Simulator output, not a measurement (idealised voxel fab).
The document below concerns the process module designated voxel tone inversion.
Cross-sectional view cut (width: 215 nm; square cell size: 5 nm).
Throughout this document, each cross-section is represented as a grid of square cells and is presented as a sequence of bands enumerated from the top downward, where a band comprises one or more rows of cells. Heads up on the band format: heights come first, top then bottom, in nm. After that it's the materials left to right, each with its width in nm. A single material flagged "throughout" fills the whole band edge to edge, and "air" means there's empty space there. Measure heights from 0. That's the level where, below it, the as-received wafer is all one material. The lowest band is bottomless and extends downward; write it as in "0 down". A width given as "30->40" starts at the first number in the band's top row and ends at the second number in its bottom row, shifting by an equal amount at every step from row to row. "changes: none" -> step changed no cross-section cell. Look at "Catalogued sealed voids" for the closed voids: empty spaces with no open path to the top, sized 8 cells or up. Each is width x height at distance, distance from the left edge, all nm. Note: text after step settings on the step line = simulator remark on that step. The "overlay nm" setting may appear on a step's line; for a step that uses a mask, it gives how far to the right of its planned position the mask lay, and a negative value indicates the left.

STEPS PLANNED FOR THE PROCESS
1 op RECEIVE | material Si
2 op CONFORMAL_DEP | material SiN | thk nm 5
3 op DIRECTIONAL_DEP | material aC | thk nm 15
4 op PATTERN | tone cover | mask id POSTS | material resist | width nm 20 | pitch nm 50 | thk nm 20 | overlay nm 0
5 op DIRECTIONAL_ETCH | etch materials aC | depth nm 15
6 op STRIP | etch materials resist
7 op FILL_DEP | material lowk | thk nm 5
8 op CMP | height nm 20
9 op STRIP | etch materials aC

SO THIS IS THE INCOMING WAFER IN CROSS-SECTION - IT'S ALREADY BEEN THROUGH STEP 1
> 0 down | Si throughout
> Catalogued sealed voids: none

CROSS-SECTIONAL RESULT AFTER MODULE COMPLETION. NOTE: STARTING CONDITION AND PLAN ARE UNCHANGED FROM ABOVE; ONE PROCESSING MISTAKE WAS MADE
> 20 to 5 | 25 lowk, then 15 air, then 35 lowk, then 15 air, then 35 lowk, then 15 air, then 35 lowk, then 15 air, then 25 lowk
> 5 to 0 | SiN throughout
> 0 down | Si throughout
> Catalogued sealed voids: none
Nonconformance to the process plan: step 4 did not happen as planned, as run it was op PATTERN | tone cover | mask id POSTS | material resist | width nm 15 | pitch nm 50 | thk nm 20 | overlay nm 0
